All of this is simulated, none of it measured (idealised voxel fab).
Process module name: voxel capacitor over wiring
Displayed cross-section: cut, width of 155 nm, square cells sized 5 nm.
A cross-section is written here as square cells arranged in a grid, and it is given in bands from the top down, each band taking up one or more rows of cells.
A band entry consists of two parts. The first gives the height of the band's top and the height of its bottom, in nm. The rest lists the band's materials from left to right, each with its width in nm. A single material labelled with the word "all across" fills the band from edge to edge, and the word "air" marks empty space.
It should be noted that heights are counted from 0, beneath which the wafer as supplied is of one material throughout, and that the lowest band possesses no lower boundary but continues downward, as written in "z 0 and below".
Quick explanation for "30 to 40": the width changes in equal steps down the rows of cells, from the first number in the band's top row to the second number in its bottom row.
No cell of the cross-section changed in a step that is given as "nothing different".
"Sealed void list": sealed empty spaces, 8 cells or more, no open way to top, listed width x height at distance, with distance from the left edge and width, height and distance in nm.
On a step's line, text after the settings is the simulator commenting on that step.
You can add "overlay nm" to a step's line. For a step with a mask, it describes how far the mask lay to the right of its planned position, and a negative number describes a lay to the left.
How should the pairs below be read? Each gives the cross-section before one process step and the cross-section after it, the latter drawn only to the lowest band that changed; the step that lies between them, with its settings, appears under the pair. Does a pair pick up where the pair above left off? Only where its entry headed "State on entry" says so, since pairs can come from different runs of this module on the same starting wafer.

State on entry
  z 0 and below  Si all across
  Sealed void list: none

Step Outcome
  z 10 to 0  SiO2 all across
  Note: structure below 0 unchanged.
  Sealed void list: none
Process step (between the before and after cross-sections above): CONFORMAL_DEP: material SiO2, thk nm 10

State on entry: it's just the after picture from the pair right above this one.

Step Outcome
  z 15 to 10  SiCN all across
  Note: structure below 10 unchanged.
  Sealed void list: none
Process step (between the before and after cross-sections above): CONFORMAL_DEP: material SiCN, thk nm 5

State on entry: it's just the after picture from the pair right above this one.

Step Outcome
  z 30 to 15  SiO2 all across
  Note: structure below 15 unchanged.
  Sealed void list: none
Process step (between the before and after cross-sections above): DIRECTIONAL_DEP: material SiO2, thk nm 15

State on entry: it's just the after picture from the pair right above this one.

Step Outcome
  z 45 to 30  aC all across
  Note: structure below 30 unchanged.
  Sealed void list: none
Process step (between the before and after cross-sections above): DIRECTIONAL_DEP: material aC, thk nm 15

State on entry: it's just the after picture from the pair right above this one.

Step Outcome
  z 80 to 45  25 resist | 20 air | 60 resist | 20 air | 30 resist
  Note: structure below 45 unchanged.
  Sealed void list: none
Process step (between the before and after cross-sections above): PATTERN: tone open, mask id METAL_1, material resist, width nm 20, pitch nm 80, thk nm 35, overlay nm 0

State on entry: it's just the after picture from the pair right above this one.

Step Outcome
  z 65 to 45  25 resist | 20 air | 60 resist | 20 air | 30 resist
  z 45 to 30  25 aC | 20 air | 60 aC | 20 air | 30 aC
  Note: structure below 30 unchanged.
  Sealed void list: none
Process step (between the before and after cross-sections above): DIRECTIONAL_ETCH: etch materials aC, depth nm 15

State on entry: it's just the after picture from the pair right above this one.

Step Outcome
  z 45 to 30  25 aC | 20 air | 60 aC | 20 air | 30 aC
  Note: structure below 30 unchanged.
  Sealed void list: none
Process step (between the before and after cross-sections above): STRIP: etch materials resist

State on entry: it's just the after picture from the pair right above this one.

Step Outcome
  z 45 to 30  25 aC | 20 air | 60 aC | 20 air | 30 aC
  z 30 to 15  25 SiO2 | 20 air | 60 SiO2 | 20 air | 30 SiO2
  Note: structure below 15 unchanged.
  Sealed void list: none
Process step (between the before and after cross-sections above): DIRECTIONAL_ETCH: etch materials SiO2, depth nm 15

State on entry: it's just the after picture from the pair right above this one.

Step Outcome
  z 45 to 30  25 aC | 20 air | 60 aC | 20 air | 30 aC
  z 30 to 15  25 SiO2 | 20 air | 60 SiO2 | 20 air | 30 SiO2
  z 15 to 10  25 SiCN | 20 air | 60 SiCN | 20 air | 30 SiCN
  Note: structure below 10 unchanged.
  Sealed void list: none
Process step (between the before and after cross-sections above): DIRECTIONAL_ETCH: etch materials SiCN, depth nm 5

State on entry: it's just the after picture from the pair right above this one.

Step Outcome
  z 30 to 15  25 SiO2 | 20 air | 60 SiO2 | 20 air | 30 SiO2
  Note: structure below 15 unchanged.
  Sealed void list: none
Process step (between the before and after cross-sections above): STRIP: etch materials aC

State on entry: it's just the after picture from the pair right above this one.

Step Outcome
  z 35 to 30  30 TiN | 10 air | 70 TiN | 10 air | 35 TiN
  z 30 to 15  25 SiO2 | 5 TiN | 10 air | 5 TiN | 60 SiO2 | 5 TiN | 10 air | 5 TiN | 30 SiO2
  z 15 to 10  25 SiCN | 20 TiN | 60 SiCN | 20 TiN | 30 SiCN
  Note: structure below 10 unchanged.
  Sealed void list: none
Process step (between the before and after cross-sections above): CONFORMAL_DEP: material TiN, thk nm 5

State on entry: it's just the after picture from the pair right above this one.

Step Outcome
  z 40 to 35  Ru all across
  z 35 to 30  30 TiN | 10 Ru | 70 TiN | 10 Ru | 35 TiN
  z 30 to 15  25 SiO2 | 5 TiN | 10 Ru | 5 TiN | 60 SiO2 | 5 TiN | 10 Ru | 5 TiN | 30 SiO2
  Note: structure below 15 unchanged.
  Sealed void list: none
Process step (between the before and after cross-sections above): FILL_DEP: material Ru, thk nm 5

State on entry: it's just the after picture from the pair right above this one.

Step Outcome
  z 30 to 15  25 SiO2 | 5 TiN | 10 Ru | 5 TiN | 60 SiO2 | 5 TiN | 10 Ru | 5 TiN | 30 SiO2
  Note: structure below 15 unchanged.
  Sealed void list: none
Process step (between the before and after cross-sections above): CMP: height nm 30

State on entry: it's just the after picture from the pair right above this one.

Step Outcome
  z 35 to 30  20 air | 30 Ru | 50 air | 30 Ru | 25 air
  Note: structure below 30 unchanged.
  Sealed void list: none
Process step (between the before and after cross-sections above): EPI: material Ru, thk nm 5

State on entry: it's just the after picture from the pair right above this one.

Step Outcome
  z 40 to 35  SiCN all across
  z 35 to 30  20 SiCN | 30 Ru | 50 SiCN | 30 Ru | 25 SiCN
  Note: structure below 30 unchanged.
  Sealed void list: none
Process step (between the before and after cross-sections above): FILL_DEP: material SiCN, thk nm 5

State on entry: it's just the after picture from the pair right above this one.

Step Outcome
  z 50 to 40  lowk all across
  Note: structure below 40 unchanged.
  Sealed void list: none
Process step (between the before and after cross-sections above): DIRECTIONAL_DEP: material lowk, thk nm 10

State on entry: it's just the after picture from the pair right above this one.

Step Outcome
  z 50 to 40  30 lowk | 15 air | 110 lowk
  Note: structure below 40 unchanged.
  Sealed void list: none
Process step (between the before and after cross-sections above): MASKED_ETCH: tone open, mask id PLUG_1, width nm 15, etch materials lowk, depth nm 10, overlay nm 0

State on entry: it's just the after picture from the pair right above this one.

Step Outcome
  z 50 to 40  30 lowk | 15 air | 110 lowk
  z 40 to 35  30 SiCN | 15 air | 110 SiCN
  Note: structure below 35 unchanged.
  Sealed void list: none
Process step (between the before and after cross-sections above): MASKED_ETCH: tone open, mask id PLUG_1, width nm 15, etch materials SiCN, depth nm 5, overlay nm 0

State on entry: it's just the after picture from the pair right above this one.

Step Outcome
  z 55 to 50  35 TiN | 5 air | 115 TiN
  z 50 to 40  30 lowk | 5 TiN | 5 air | 5 TiN | 110 lowk
  z 40 to 35  30 SiCN | 15 TiN | 110 SiCN
  Note: structure below 35 unchanged.
  Sealed void list: none
Process step (between the before and after cross-sections above): CONFORMAL_DEP: material TiN, thk nm 5

State on entry: it's just the after picture from the pair right above this one.

Step Outcome
  z 60 to 55  W all across
  z 55 to 50  35 TiN | 5 W | 115 TiN
  z 50 to 40  30 lowk | 5 TiN | 5 W | 5 TiN | 110 lowk
  Note: structure below 40 unchanged.
  Sealed void list: none
Process step (between the before and after cross-sections above): FILL_DEP: material W, thk nm 5

State on entry: it's just the after picture from the pair right above this one.

Step Outcome
  z 50 to 40  30 lowk | 5 TiN | 5 W | 5 TiN | 110 lowk
  Note: structure below 40 unchanged.
  Sealed void list: none
Process step (between the before and after cross-sections above): CMP: height nm 50

State on entry: it's just the after picture from the pair right above this one.

Step Outcome
  z 55 to 50  TiN all across
  Note: structure below 50 unchanged.
  Sealed void list: none
Process step (between the before and after cross-sections above): DIRECTIONAL_DEP: material TiN, thk nm 5

State on entry: it's just the after picture from the pair right above this one.

Step Outcome
  z 60 to 55  HfO2 all across
  Note: structure below 55 unchanged.
  Sealed void list: none
Process step (between the before and after cross-sections above): DIRECTIONAL_DEP: material HfO2, thk nm 5

State on entry: it's just the after picture from the pair right above this one.

Step Outcome
  z 70 to 60  TiN all across
  Note: structure below 60 unchanged.
  Sealed void list: none
Process step (between the before and after cross-sections above): DIRECTIONAL_DEP: material TiN, thk nm 10

State on entry: it's just the after picture from the pair right above this one.

Step Outcome
  z 85 to 70  aC all across
  Note: structure below 70 unchanged.
  Sealed void list: none
Process step (between the before and after cross-sections above): DIRECTIONAL_DEP: material aC, thk nm 15

State on entry: it's just the after picture from the pair right above this one.

Step Outcome
  z 115 to 85  30 air | 65 resist | 60 air
  Note: structure below 85 unchanged.
  Sealed void list: none
Process step (between the before and after cross-sections above): PATTERN: tone cover, mask id UPPER_PLATE, material resist, width nm 65, thk nm 30, overlay nm 0

State on entry: it's just the after picture from the pair right above this one.

Step Outcome
  z 100 to 85  30 air | 65 resist | 60 air
  z 85 to 70  30 air | 65 aC | 60 air
  Note: structure below 70 unchanged.
  Sealed void list: none
Process step (between the before and after cross-sections above): DIRECTIONAL_ETCH: etch materials aC, depth nm 15

State on entry: it's just the after picture from the pair right above this one.

Step Outcome
  z 85 to 70  30 air | 65 aC | 60 air
  Note: structure below 70 unchanged.
  Sealed void list: none
Process step (between the before and after cross-sections above): STRIP: etch materials resist

State on entry: it's just the after picture from the pair right above this one.

Step Outcome
  z 85 to 70  30 air | 65 aC | 60 air
  z 70 to 60  30 air | 65 TiN | 60 air
  Note: structure below 60 unchanged.
  Sealed void list: none
Process step (between the before and after cross-sections above): DIRECTIONAL_ETCH: etch materials TiN, depth nm 10

State on entry: it's just the after picture from the pair right above this one.

Step Outcome
  z 85 to 70  30 air | 65 aC | 60 air
  z 70 to 60  30 air | 65 TiN | 60 air
  z 60 to 55  30 air | 65 HfO2 | 60 air
  Note: structure below 55 unchanged.
  Sealed void list: none
Process step (between the before and after cross-sections above): DIRECTIONAL_ETCH: etch materials HfO2, depth nm 5

State on entry: it's just the after picture from the pair right above this one.

Step Outcome
  z 70 to 60  30 air | 65 TiN | 60 air
  Note: structure below 60 unchanged.
  Sealed void list: none
Process step (between the before and after cross-sections above): STRIP: etch materials aC

State on entry: it's just the after picture from the pair right above this one.

Step Outcome
  z 70 to 60  30 air | 65 TiN | 60 air
  z 60 to 55  30 air | 65 HfO2 | 60 air
  z 55 to 50  25 air | 75 TiN | 55 air
  Note: structure below 50 unchanged.
  Sealed void list: none
Process step (between the before and after cross-sections above): MASKED_ETCH: tone cover, mask id LOWER_PLATE, width nm 75, etch materials TiN, depth nm 5, overlay nm 0

State on entry: it's just the after picture from the pair right above this one.

Step Outcome
  z 90 to 70  SiO2 all across
  z 70 to 60  30 SiO2 | 65 TiN | 60 SiO2
  z 60 to 55  30 SiO2 | 65 HfO2 | 60 SiO2
  z 55 to 50  25 SiO2 | 75 TiN | 55 SiO2
  Note: structure below 50 unchanged.
  Sealed void list: none
Process step (between the before and after cross-sections above): FILL_DEP: material SiO2, thk nm 20

State on entry: it's just the after picture from the pair right above this one.

Step Outcome
  z 85 to 70  SiO2 all across
  Note: structure below 70 unchanged.
  Sealed void list: none
Process step (between the before and after cross-sections above): CMP: height nm 85

State on entry: it's just the after picture from the pair right above this one.

Step Outcome
  z 100 to 85  aC all across
  Note: structure below 85 unchanged.
  Sealed void list: none
Process step (between the before and after cross-sections above): DIRECTIONAL_DEP: material aC, thk nm 15

State on entry: it's just the after picture from the pair right above this one.

Step Outcome
  z 130 to 100  40 resist | 15 air | 100 resist
  Note: structure below 100 unchanged.
  Sealed void list: none
Process step (between the before and after cross-sections above): PATTERN: tone open, mask id PLUG_2, material resist, width nm 15, thk nm 30, overlay nm 0

State on entry: it's just the after picture from the pair right above this one.

Step Outcome
  z 115 to 100  40 resist | 15 air | 100 resist
  z 100 to 85  40 aC | 15 air | 100 aC
  Note: structure below 85 unchanged.
  Sealed void list: none
Process step (between the before and after cross-sections above): DIRECTIONAL_ETCH: etch materials aC, depth nm 15

State on entry: it's just the after picture from the pair right above this one.

Step Outcome
  z 100 to 85  40 aC | 15 air | 100 aC
  Note: structure below 85 unchanged.
  Sealed void list: none
Process step (between the before and after cross-sections above): STRIP: etch materials resist

State on entry: it's just the after picture from the pair right above this one.

Step Outcome
  z 100 to 85  40 aC | 15 air | 100 aC
  z 85 to 70  40 SiO2 | 15 air | 100 SiO2
  Note: structure below 70 unchanged.
  Sealed void list: none
Process step (between the before and after cross-sections above): DIRECTIONAL_ETCH: etch materials SiO2, depth nm 15

State on entry: it's just the after picture from the pair right above this one.

Step Outcome
  z 85 to 70  40 SiO2 | 15 air | 100 SiO2
  Note: structure below 70 unchanged.
  Sealed void list: none
Process step (between the before and after cross-sections above): STRIP: etch materials aC

State on entry: it's just the after picture from the pair right above this one.

Step Outcome
  z 90 to 85  45 TiN | 5 air | 105 TiN
  z 85 to 75  40 SiO2 | 5 TiN | 5 air | 5 TiN | 100 SiO2
  z 75 to 70  40 SiO2 | 15 TiN | 100 SiO2
  Note: structure below 70 unchanged.
  Sealed void list: none
Process step (between the before and after cross-sections above): CONFORMAL_DEP: material TiN, thk nm 5

State on entry: it's just the after picture from the pair right above this one.

Step Outcome
  z 100 to 90  Cu all across
  z 90 to 85  45 TiN | 5 Cu | 105 TiN
  z 85 to 75  40 SiO2 | 5 TiN | 5 Cu | 5 TiN | 100 SiO2
  Note: structure below 75 unchanged.
  Sealed void list: none
Process step (between the before and after cross-sections above): FILL_DEP: material Cu, thk nm 10

State on entry: it's just the after picture from the pair right above this one.

Step Outcome
  z 85 to 75  40 SiO2 | 5 TiN | 5 Cu | 5 TiN | 100 SiO2
  Note: structure below 75 unchanged.
  Sealed void list: none
Process step (between the before and after cross-sections above): CMP: height nm 85

State on entry: it's just the after picture from the pair right above this one.

Step Outcome
  z 90 to 85  SiN all across
  Note: structure below 85 unchanged.
  Sealed void list: none
Process step (between the before and after cross-sections above): CONFORMAL_DEP: material SiN, thk nm 5

State on entry
  z 0 and below  Si all across
  Sealed void list: none

Step Outcome
  z 5 to 0  SiCN all across
  Note: structure below 0 unchanged.
  Sealed void list: none
Process step (between the before and after cross-sections above): CONFORMAL_DEP: material SiCN, thk nm 5

State on entry: it's just the after picture from the pair right above this one.

Step Outcome
  z 20 to 5  SiO2 all across
  Note: structure below 5 unchanged.
  Sealed void list: none
Process step (between the before and after cross-sections above): DIRECTIONAL_DEP: material SiO2, thk nm 15

State on entry: it's just the after picture from the pair right above this one.

Step Outcome
  z 35 to 20  aC all across
  Note: structure below 20 unchanged.
  Sealed void list: none
Process step (between the before and after cross-sections above): DIRECTIONAL_DEP: material aC, thk nm 15

State on entry: it's just the after picture from the pair right above this one.

Step Outcome
  z 70 to 35  25 resist | 20 air | 60 resist | 20 air | 30 resist
  Note: structure below 35 unchanged.
  Sealed void list: none
Process step (between the before and after cross-sections above): PATTERN: tone open, mask id METAL_1, material resist, width nm 20, pitch nm 80, thk nm 35, overlay nm 0

State on entry: it's just the after picture from the pair right above this one.

Step Outcome
  z 55 to 35  25 resist | 20 air | 60 resist | 20 air | 30 resist
  z 35 to 20  25 aC | 20 air | 60 aC | 20 air | 30 aC
  Note: structure below 20 unchanged.
  Sealed void list: none
Process step (between the before and after cross-sections above): DIRECTIONAL_ETCH: etch materials aC, depth nm 15

State on entry: it's just the after picture from the pair right above this one.

Step Outcome
  z 35 to 20  25 aC | 20 air | 60 aC | 20 air | 30 aC
  Note: structure below 20 unchanged.
  Sealed void list: none
Process step (between the before and after cross-sections above): STRIP: etch materials resist

State on entry: it's just the after picture from the pair right above this one.

Step Outcome
  z 35 to 20  25 aC | 20 air | 60 aC | 20 air | 30 aC
  z 20 to 5  25 SiO2 | 20 air | 60 SiO2 | 20 air | 30 SiO2
  Note: structure below 5 unchanged.
  Sealed void list: none
Process step (between the before and after cross-sections above): DIRECTIONAL_ETCH: etch materials SiO2, depth nm 15

State on entry: it's just the after picture from the pair right above this one.

Step Outcome
  z 35 to 20  25 aC | 20 air | 60 aC | 20 air | 30 aC
  z 20 to 5  25 SiO2 | 20 air | 60 SiO2 | 20 air | 30 SiO2
  z 5 to 0  25 SiCN | 20 air | 60 SiCN | 20 air | 30 SiCN
  Note: structure below 0 unchanged.
  Sealed void list: none
Process step (between the before and after cross-sections above): DIRECTIONAL_ETCH: etch materials SiCN, depth nm 5

State on entry: it's just the after picture from the pair right above this one.

Step Outcome
  z 20 to 5  25 SiO2 | 20 air | 60 SiO2 | 20 air | 30 SiO2
  Note: structure below 5 unchanged.
  Sealed void list: none
Process step (between the before and after cross-sections above): STRIP: etch materials aC

State on entry: it's just the after picture from the pair right above this one.

Step Outcome
  z 25 to 20  30 TiN | 10 air | 70 TiN | 10 air | 35 TiN
  z 20 to 5  25 SiO2 | 5 TiN | 10 air | 5 TiN | 60 SiO2 | 5 TiN | 10 air | 5 TiN | 30 SiO2
  z 5 to 0  25 SiCN | 20 TiN | 60 SiCN | 20 TiN | 30 SiCN
  Note: structure below 0 unchanged.
  Sealed void list: none
Process step (between the before and after cross-sections above): CONFORMAL_DEP: material TiN, thk nm 5

State on entry: it's just the after picture from the pair right above this one.

Step Outcome
  z 30 to 25  Ru all across
  z 25 to 20  30 TiN | 10 Ru | 70 TiN | 10 Ru | 35 TiN
  z 20 to 5  25 SiO2 | 5 TiN | 10 Ru | 5 TiN | 60 SiO2 | 5 TiN | 10 Ru | 5 TiN | 30 SiO2
  Note: structure below 5 unchanged.
  Sealed void list: none
Process step (between the before and after cross-sections above): FILL_DEP: material Ru, thk nm 5

State on entry: it's just the after picture from the pair right above this one.

Step Outcome
  z 35 to 25  Ru all across
  Note: structure below 25 unchanged.
  Sealed void list: none
Process step (between the before and after cross-sections above): EPI: material Ru, thk nm 5

State on entry: it's just the after picture from the pair right above this one.

Step Outcome
  z 40 to 35  SiCN all across
  Note: structure below 35 unchanged.
  Sealed void list: none
Process step (between the before and after cross-sections above): FILL_DEP: material SiCN, thk nm 5

State on entry: it's just the after picture from the pair right above this one.

Step Outcome
  z 50 to 40  lowk all across
  Note: structure below 40 unchanged.
  Sealed void list: none
Process step (between the before and after cross-sections above): DIRECTIONAL_DEP: material lowk, thk nm 10

State on entry: it's just the after picture from the pair right above this one.

Step Outcome
  z 50 to 40  30 lowk | 15 air | 110 lowk
  Note: structure below 40 unchanged.
  Sealed void list: none
Process step (between the before and after cross-sections above): MASKED_ETCH: tone open, mask id PLUG_1, width nm 15, etch materials lowk, depth nm 10, overlay nm 0

State on entry: it's just the after picture from the pair right above this one.

Step Outcome
  z 50 to 40  30 lowk | 15 air | 110 lowk
  z 40 to 35  30 SiCN | 15 air | 110 SiCN
  Note: structure below 35 unchanged.
  Sealed void list: none
Process step (between the before and after cross-sections above): MASKED_ETCH: tone open, mask id PLUG_1, width nm 15, etch materials SiCN, depth nm 5, overlay nm 0

State on entry: it's just the after picture from the pair right above this one.

Step Outcome
  z 55 to 50  35 TiN | 5 air | 115 TiN
  z 50 to 40  30 lowk | 5 TiN | 5 air | 5 TiN | 110 lowk
  z 40 to 35  30 SiCN | 15 TiN | 110 SiCN
  Note: structure below 35 unchanged.
  Sealed void list: none
Process step (between the before and after cross-sections above): CONFORMAL_DEP: material TiN, thk nm 5

State on entry: it's just the after picture from the pair right above this one.

Step Outcome
  z 60 to 55  W all across
  z 55 to 50  35 TiN | 5 W | 115 TiN
  z 50 to 40  30 lowk | 5 TiN | 5 W | 5 TiN | 110 lowk
  Note: structure below 40 unchanged.
  Sealed void list: none
Process step (between the before and after cross-sections above): FILL_DEP: material W, thk nm 5

State on entry: it's just the after picture from the pair right above this one.

Step Outcome
  z 50 to 40  30 lowk | 5 TiN | 5 W | 5 TiN | 110 lowk
  Note: structure below 40 unchanged.
  Sealed void list: none
Process step (between the before and after cross-sections above): CMP: height nm 50

State on entry: it's just the after picture from the pair right above this one.

Step Outcome
  z 55 to 50  TiN all across
  Note: structure below 50 unchanged.
  Sealed void list: none
Process step (between the before and after cross-sections above): DIRECTIONAL_DEP: material TiN, thk nm 5

State on entry: it's just the after picture from the pair right above this one.

Step Outcome
  z 60 to 55  HfO2 all across
  Note: structure below 55 unchanged.
  Sealed void list: none
Process step (between the before and after cross-sections above): DIRECTIONAL_DEP: material HfO2, thk nm 5

State on entry: it's just the after picture from the pair right above this one.

Step Outcome
  z 70 to 60  TiN all across
  Note: structure below 60 unchanged.
  Sealed void list: none
Process step (between the before and after cross-sections above): DIRECTIONAL_DEP: material TiN, thk nm 10

State on entry: it's just the after picture from the pair right above this one.

Step Outcome
  z 85 to 70  aC all across
  Note: structure below 70 unchanged.
  Sealed void list: none
Process step (between the before and after cross-sections above): DIRECTIONAL_DEP: material aC, thk nm 15

State on entry: it's just the after picture from the pair right above this one.

Step Outcome
  z 115 to 85  30 air | 65 resist | 60 air
  Note: structure below 85 unchanged.
  Sealed void list: none
Process step (between the before and after cross-sections above): PATTERN: tone cover, mask id UPPER_PLATE, material resist, width nm 65, thk nm 30, overlay nm 0

State on entry: it's just the after picture from the pair right above this one.

Step Outcome
  z 100 to 85  30 air | 65 resist | 60 air
  z 85 to 70  30 air | 65 aC | 60 air
  Note: structure below 70 unchanged.
  Sealed void list: none
Process step (between the before and after cross-sections above): DIRECTIONAL_ETCH: etch materials aC, depth nm 15

State on entry: it's just the after picture from the pair right above this one.

Step Outcome
  z 85 to 70  30 air | 65 aC | 60 air
  Note: structure below 70 unchanged.
  Sealed void list: none
Process step (between the before and after cross-sections above): STRIP: etch materials resist

State on entry: it's just the after picture from the pair right above this one.

Step Outcome
  z 85 to 70  30 air | 65 aC | 60 air
  z 70 to 60  30 air | 65 TiN | 60 air
  Note: structure below 60 unchanged.
  Sealed void list: none
Process step (between the before and after cross-sections above): DIRECTIONAL_ETCH: etch materials TiN, depth nm 10

State on entry: it's just the after picture from the pair right above this one.

Step Outcome
  z 85 to 70  30 air | 65 aC | 60 air
  z 70 to 60  30 air | 65 TiN | 60 air
  z 60 to 55  30 air | 65 HfO2 | 60 air
  Note: structure below 55 unchanged.
  Sealed void list: none
Process step (between the before and after cross-sections above): DIRECTIONAL_ETCH: etch materials HfO2, depth nm 5

State on entry: it's just the after picture from the pair right above this one.

Step Outcome
  z 70 to 60  30 air | 65 TiN | 60 air
  Note: structure below 60 unchanged.
  Sealed void list: none
Process step (between the before and after cross-sections above): STRIP: etch materials aC

State on entry: it's just the after picture from the pair right above this one.

Step Outcome
  z 70 to 60  30 air | 65 TiN | 60 air
  z 60 to 55  30 air | 65 HfO2 | 60 air
  z 55 to 50  25 air | 75 TiN | 55 air
  Note: structure below 50 unchanged.
  Sealed void list: none
Process step (between the before and after cross-sections above): MASKED_ETCH: tone cover, mask id LOWER_PLATE, width nm 75, etch materials TiN, depth nm 5, overlay nm 0

State on entry: it's just the after picture from the pair right above this one.

Step Outcome
  z 90 to 70  SiO2 all across
  z 70 to 60  30 SiO2 | 65 TiN | 60 SiO2
  z 60 to 55  30 SiO2 | 65 HfO2 | 60 SiO2
  z 55 to 50  25 SiO2 | 75 TiN | 55 SiO2
  Note: structure below 50 unchanged.
  Sealed void list: none
Process step (between the before and after cross-sections above): FILL_DEP: material SiO2, thk nm 20

State on entry: it's just the after picture from the pair right above this one.

Step Outcome
  z 85 to 70  SiO2 all across
  Note: structure below 70 unchanged.
  Sealed void list: none
Process step (between the before and after cross-sections above): CMP: height nm 85

State on entry: it's just the after picture from the pair right above this one.

Step Outcome
  z 100 to 85  aC all across
  Note: structure below 85 unchanged.
  Sealed void list: none
Process step (between the before and after cross-sections above): DIRECTIONAL_DEP: material aC, thk nm 15

State on entry: it's just the after picture from the pair right above this one.

Step Outcome
  z 130 to 100  40 resist | 15 air | 100 resist
  Note: structure below 100 unchanged.
  Sealed void list: none
Process step (between the before and after cross-sections above): PATTERN: tone open, mask id PLUG_2, material resist, width nm 15, thk nm 30, overlay nm 0

State on entry: it's just the after picture from the pair right above this one.

Step Outcome
  z 115 to 100  40 resist | 15 air | 100 resist
  z 100 to 85  40 aC | 15 air | 100 aC
  Note: structure below 85 unchanged.
  Sealed void list: none
Process step (between the before and after cross-sections above): DIRECTIONAL_ETCH: etch materials aC, depth nm 15

State on entry: it's just the after picture from the pair right above this one.

Step Outcome
  z 100 to 85  40 aC | 15 air | 100 aC
  Note: structure below 85 unchanged.
  Sealed void list: none
Process step (between the before and after cross-sections above): STRIP: etch materials resist

State on entry: it's just the after picture from the pair right above this one.

Step Outcome
  z 100 to 85  40 aC | 15 air | 100 aC
  z 85 to 70  40 SiO2 | 15 air | 100 SiO2
  Note: structure below 70 unchanged.
  Sealed void list: none
Process step (between the before and after cross-sections above): DIRECTIONAL_ETCH: etch materials SiO2, depth nm 15

State on entry: it's just the after picture from the pair right above this one.

Step Outcome
  z 85 to 70  40 SiO2 | 15 air | 100 SiO2
  Note: structure below 70 unchanged.
  Sealed void list: none
Process step (between the before and after cross-sections above): STRIP: etch materials aC

State on entry: it's just the after picture from the pair right above this one.

Step Outcome
  z 90 to 85  45 TiN | 5 air | 105 TiN
  z 85 to 75  40 SiO2 | 5 TiN | 5 air | 5 TiN | 100 SiO2
  z 75 to 70  40 SiO2 | 15 TiN | 100 SiO2
  Note: structure below 70 unchanged.
  Sealed void list: none
Process step (between the before and after cross-sections above): CONFORMAL_DEP: material TiN, thk nm 5

State on entry: it's just the after picture from the pair right above this one.

Step Outcome
  z 100 to 90  Cu all across
  z 90 to 85  45 TiN | 5 Cu | 105 TiN
  z 85 to 75  40 SiO2 | 5 TiN | 5 Cu | 5 TiN | 100 SiO2
  Note: structure below 75 unchanged.
  Sealed void list: none
Process step (between the before and after cross-sections above): FILL_DEP: material Cu, thk nm 10

State on entry: it's just the after picture from the pair right above this one.

Step Outcome
  z 85 to 75  40 SiO2 | 5 TiN | 5 Cu | 5 TiN | 100 SiO2
  Note: structure below 75 unchanged.
  Sealed void list: none
Process step (between the before and after cross-sections above): CMP: height nm 85

State on entry: it's just the after picture from the pair right above this one.

Step Outcome
  z 90 to 85  SiN all across
  Note: structure below 85 unchanged.
  Sealed void list: none
Process step (between the before and after cross-sections above): CONFORMAL_DEP: material SiN, thk nm 5

State on entry
  z 10 to 0  SiO2 all across
  z 0 and below  Si all across
  Sealed void list: none

Step Outcome
  z 25 to 0  SiO2 all across
  Note: structure below 0 unchanged.
  Sealed void list: none
Process step (between the before and after cross-sections above): DIRECTIONAL_DEP: material SiO2, thk nm 15

State on entry: it's just the after picture from the pair right above this one.

Step Outcome
  z 30 to 25  SiCN all across
  Note: structure below 25 unchanged.
  Sealed void list: none
Process step (between the before and after cross-sections above): CONFORMAL_DEP: material SiCN, thk nm 5

State on entry: it's just the after picture from the pair right above this one.

Step Outcome
  z 45 to 30  aC all across
  Note: structure below 30 unchanged.
  Sealed void list: none
Process step (between the before and after cross-sections above): DIRECTIONAL_DEP: material aC, thk nm 15

State on entry: it's just the after picture from the pair right above this one.

Step Outcome
  z 80 to 45  25 resist | 20 air | 60 resist | 20 air | 30 resist
  Note: structure below 45 unchanged.
  Sealed void list: none
Process step (between the before and after cross-sections above): PATTERN: tone open, mask id METAL_1, material resist, width nm 20, pitch nm 80, thk nm 35, overlay nm 0

State on entry: it's just the after picture from the pair right above this one.

Step Outcome
  z 65 to 45  25 resist | 20 air | 60 resist | 20 air | 30 resist
  z 45 to 30  25 aC | 20 air | 60 aC | 20 air | 30 aC
  Note: structure below 30 unchanged.
  Sealed void list: none
Process step (between the before and after cross-sections above): DIRECTIONAL_ETCH: etch materials aC, depth nm 15

State on entry: it's just the after picture from the pair right above this one.

Step Outcome
  z 45 to 30  25 aC | 20 air | 60 aC | 20 air | 30 aC
  Note: structure below 30 unchanged.
  Sealed void list: none
Process step (between the before and after cross-sections above): STRIP: etch materials resist

State on entry: it's just the after picture from the pair right above this one.

Step Outcome
  z 45 to 30  25 aC | 20 air | 60 aC | 20 air | 30 aC
  z 30 to 25  25 SiCN | 20 air | 60 SiCN | 20 air | 30 SiCN
  Note: structure below 25 unchanged.
  Sealed void list: none
Process step (between the before and after cross-sections above): DIRECTIONAL_ETCH: etch materials SiCN, depth nm 5

State on entry: it's just the after picture from the pair right above this one.

Step Outcome
  z 30 to 25  25 SiCN | 20 air | 60 SiCN | 20 air | 30 SiCN
  Note: structure below 25 unchanged.
  Sealed void list: none
Process step (between the before and after cross-sections above): STRIP: etch materials aC

State on entry: it's just the after picture from the pair right above this one.

Step Outcome
  z 35 to 30  30 TiN | 10 air | 70 TiN | 10 air | 35 TiN
  z 30 to 25  25 SiCN | 20 TiN | 60 SiCN | 20 TiN | 30 SiCN
  Note: structure below 25 unchanged.
  Sealed void list: none
Process step (between the before and after cross-sections above): CONFORMAL_DEP: material TiN, thk nm 5

State on entry: it's just the after picture from the pair right above this one.

Step Outcome
  z 40 to 35  Ru all across
  z 35 to 30  30 TiN | 10 Ru | 70 TiN | 10 Ru | 35 TiN
  Note: structure below 30 unchanged.
  Sealed void list: none
Process step (between the before and after cross-sections above): FILL_DEP: material Ru, thk nm 5

State on entry: it's just the after picture from the pair right above this one.

Step Outcome
  z 30 to 25  25 SiCN | 20 TiN | 60 SiCN | 20 TiN | 30 SiCN
  Note: structure below 25 unchanged.
  Sealed void list: none
Process step (between the before and after cross-sections above): CMP: height nm 30

State on entry: it's just the after picture from the pair right above this one.

Step Outcome
  z 35 to 30  20 air | 30 Ru | 50 air | 30 Ru | 25 air
  Note: structure below 30 unchanged.
  Sealed void list: none
Process step (between the before and after cross-sections above): EPI: material Ru, thk nm 5

State on entry: it's just the after picture from the pair right above this one.

Step Outcome
  z 40 to 35  SiCN all across
  z 35 to 30  20 SiCN | 30 Ru | 50 SiCN | 30 Ru | 25 SiCN
  Note: structure below 30 unchanged.
  Sealed void list: none
Process step (between the before and after cross-sections above): FILL_DEP: material SiCN, thk nm 5

State on entry: it's just the after picture from the pair right above this one.

Step Outcome
  z 50 to 40  lowk all across
  Note: structure below 40 unchanged.
  Sealed void list: none
Process step (between the before and after cross-sections above): DIRECTIONAL_DEP: material lowk, thk nm 10
